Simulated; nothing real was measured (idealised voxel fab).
process module | voxel double patterning
cross-section cut | 280 nm wide | cells 5 nm
A cross-section is a grid of square cells, given in bands from the top down. A band is one or more rows of cells.
Each band's line starts with the height of the band's top and of its bottom, in nm. Then come its materials from left to right, each with its width in nm. One material with "throughout" fills the band from edge to edge. "air" is empty space.
Height 0 is the level under which the wafer as received is all one material. The lowest band goes on downwards, as in "0 down".
A width such as "30 to 40" changes by the same amount from each row of cells to the next, from the band's top row to its bottom row.
"no change" after a step means that no cell of the cross-section changed.
closed voids: empty space of 8 cells or more with no open way to the top, each as width x height at its distance from the left edge, in nm
after a step's settings: what the simulator itself notes on the step
overlay nm, on a step with a mask: how far to the right of its planned place the mask lay; to the left if negative
plan
1 op RECEIVE | material Si
2 op CONFORMAL_DEP | material SiN | thk nm 10
3 op DIRECTIONAL_DEP | material SiO2 | thk nm 20
4 op DIRECTIONAL_DEP | material SiCN | thk nm 10
5 op MASKED_ETCH | tone open | mask id FIRST | width nm 15 | pitch nm 50 | etch materials SiCN | depth nm 10 | overlay nm 0
6 op MASKED_ETCH | tone open | mask id SECOND | width nm 15 | pitch nm 50 | etch materials SiCN | depth nm 10 | overlay nm 0
7 op DIRECTIONAL_ETCH | etch materials SiO2 | depth nm 20
8 op STRIP | etch materials SiCN
as received, after step 1
  0 down: Si throughout
  closed voids: none
a wafer at the end: this start, this plan, one mistake
  30 to 10: air 80 | SiO2 15 | air 35 | SiO2 15 | air 35 | SiO2 15 | air 85
  10 to 0: SiN throughout
  0 down: Si throughout
  closed voids: none
what went wrong: step 5 ran as: op MASKED_ETCH | tone cover | mask id FIRST | width nm 15 | pitch nm 50 | etch materials SiCN | depth nm 10 | overlay nm 0
